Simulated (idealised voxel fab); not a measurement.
The name of this process module is voxel double patterning.
Pictured: cross-section cut, 215 nm wide, on a grid of 5 nm square cells.
How to read a cross-section here: the picture is a grid of square cells, written as bands going from the top down, and any band can span one or more rows of cells. The entry gives the band's vertical extent as a top height and a bottom height in nm, then its horizontal make-up as materials from left to right, each with a width in nm. "blank" stands for empty space; a single material marked "full width" fills the band edge to edge. Heights are expressed relative to 0, this being the level below which the as-received wafer comprises one material exclusively. The lowest band is unbounded in the downward direction and is denoted as in "top 0, no bottom". Note: "30->40" means the width goes from the first number (top row of the band) to the second number (bottom row) in equal steps per row of cells. Reading "nothing changed" for a step: not a cell of the cross-section changed in it. What "Sealed void list" gives you is every empty space of 8 cells or more that is cut off from the top. Each appears as width x height at distance, with the distance taken from the left edge and width, height and distance all in nm. Whatever follows a step's settings on its line is a remark the simulator itself makes about that step. Among the settings permitted on a step's line is "overlay nm"; applied to a step with a mask, it specifies the extent to which the mask lay to the right of its planned position, whereas a negative figure signifies a position to the left.

[Below is the list of planned process steps]
step 1: RECEIVE, material Si
step 2: CONFORMAL_DEP, material SiO2, thk nm 10
step 3: DIRECTIONAL_DEP, material polySi, thk nm 10
step 4: DIRECTIONAL_DEP, material SiCN, thk nm 5
step 5: PATTERN, tone open, mask id FIRST, material resist, width nm 15, pitch nm 50, thk nm 15, overlay nm 0
step 6: DIRECTIONAL_ETCH, etch materials SiCN, depth nm 5
step 7: STRIP, etch materials resist
step 8: PATTERN, tone open, mask id SECOND, material resist, width nm 15, thk nm 20, overlay nm 0
step 9: DIRECTIONAL_ETCH, etch materials SiCN, depth nm 5
step 10: STRIP, etch materials resist
step 11: DIRECTIONAL_ETCH, etch materials polySi, depth nm 10
step 12: STRIP, etch materials SiCN

[Run as planned: first of two wafers]

[as received, after step 1]
> top 0, no bottom  Si full width
> Sealed void list: none

[Sectional view: wafer, after step 2]
> top 10, bottom 0  SiO2 full width
> Anything lower than 0 is untouched.

[Sectional view: wafer, after step 3]
> top 20, bottom 10  polySi full width
> Anything lower than 10 is untouched.

[Sectional view: wafer, after step 4]
> top 25, bottom 20  SiCN full width
> Anything lower than 20 is untouched.

[Sectional view: wafer, after step 5]
> top 40, bottom 25  resist=75  blank=15  resist=35  blank=15  resist=75
> Anything lower than 25 is untouched.

[Sectional view: wafer, after step 6]
> top 40, bottom 25  resist=75  blank=15  resist=35  blank=15  resist=75
> top 25, bottom 20  SiCN=75  blank=15  SiCN=35  blank=15  SiCN=75
> Anything lower than 20 is untouched.

[Sectional view: wafer, after step 7]
> top 25, bottom 20  SiCN=75  blank=15  SiCN=35  blank=15  SiCN=75
> Anything lower than 20 is untouched.

[Sectional view: wafer, after step 8]
> top 45, bottom 25  resist=100  blank=15  resist=100
> top 25, bottom 20  SiCN=75  resist=15  SiCN=35  resist=15  SiCN=75
> Anything lower than 20 is untouched.

[Sectional view: wafer, after step 9]
> top 45, bottom 25  resist=100  blank=15  resist=100
> top 25, bottom 20  SiCN=75  resist=15  SiCN=10  blank=15  SiCN=10  resist=15  SiCN=75
> Anything lower than 20 is untouched.

[Sectional view: wafer, after step 10]
> top 25, bottom 20  SiCN=75  blank=15  SiCN=10  blank=15  SiCN=10  blank=15  SiCN=75
> Anything lower than 20 is untouched.

[Sectional view: wafer, after step 11]
> top 25, bottom 20  SiCN=75  blank=15  SiCN=10  blank=15  SiCN=10  blank=15  SiCN=75
> top 20, bottom 10  polySi=75  blank=15  polySi=10  blank=15  polySi=10  blank=15  polySi=75
> Anything lower than 10 is untouched.

[Sectional view: wafer, after step 12]
> top 20, bottom 10  polySi=75  blank=15  polySi=10  blank=15  polySi=10  blank=15  polySi=75
> Anything lower than 10 is untouched.

[Wafer two. Same start, same plan, one slip in execution. Same as wafer one through step 1, inclusive]

[Second wafer cross-section, taken as of the time the plan sets for step 2 to be done]
> top 5, bottom 0  SiO2 full width
> Anything lower than 0 is untouched.

[Second wafer cross-section, taken as of the time the plan sets for step 3 to be done]
> top 15, bottom 5  polySi full width
> Anything lower than 5 is untouched.

[Second wafer cross-section, taken as of the time the plan sets for step 4 to be done]
> top 20, bottom 15  SiCN full width
> Anything lower than 15 is untouched.

[Second wafer cross-section, taken as of the time the plan sets for step 5 to be done]
> top 35, bottom 20  resist=75  blank=15  resist=35  blank=15  resist=75
> Anything lower than 20 is untouched.

[Second wafer cross-section, taken as of the time the plan sets for step 6 to be done]
> top 35, bottom 20  resist=75  blank=15  resist=35  blank=15  resist=75
> top 20, bottom 15  SiCN=75  blank=15  SiCN=35  blank=15  SiCN=75
> Anything lower than 15 is untouched.

[Second wafer cross-section, taken as of the time the plan sets for step 7 to be done]
> top 20, bottom 15  SiCN=75  blank=15  SiCN=35  blank=15  SiCN=75
> Anything lower than 15 is untouched.

[Second wafer cross-section, taken as of the time the plan sets for step 8 to be done]
> top 40, bottom 20  resist=100  blank=15  resist=100
> top 20, bottom 15  SiCN=75  resist=15  SiCN=35  resist=15  SiCN=75
> Anything lower than 15 is untouched.

[Second wafer cross-section, taken as of the time the plan sets for step 9 to be done]
> top 40, bottom 20  resist=100  blank=15  resist=100
> top 20, bottom 15  SiCN=75  resist=15  SiCN=10  blank=15  SiCN=10  resist=15  SiCN=75
> Anything lower than 15 is untouched.

[Second wafer cross-section, taken as of the time the plan sets for step 10 to be done]
> top 20, bottom 15  SiCN=75  blank=15  SiCN=10  blank=15  SiCN=10  blank=15  SiCN=75
> Anything lower than 15 is untouched.

[Second wafer cross-section, taken as of the time the plan sets for step 11 to be done]
> top 20, bottom 15  SiCN=75  blank=15  SiCN=10  blank=15  SiCN=10  blank=15  SiCN=75
> top 15, bottom 5  polySi=75  blank=15  polySi=10  blank=15  polySi=10  blank=15  polySi=75
> Anything lower than 5 is untouched.

[Second wafer cross-section, taken as of the time the plan sets for step 12 to be done]
> top 15, bottom 5  polySi=75  blank=15  polySi=10  blank=15  polySi=10  blank=15  polySi=75
> Anything lower than 5 is untouched.
In executing the process, a mistake was made relative to the plan: step 2 was not run as planned; what actually ran was CONFORMAL_DEP, material SiO2, thk nm 5
It is noted that, at the conclusion of processing, the second wafer exhibits a higher or lower cell count for certain materials relative to the first: -43 SiO2
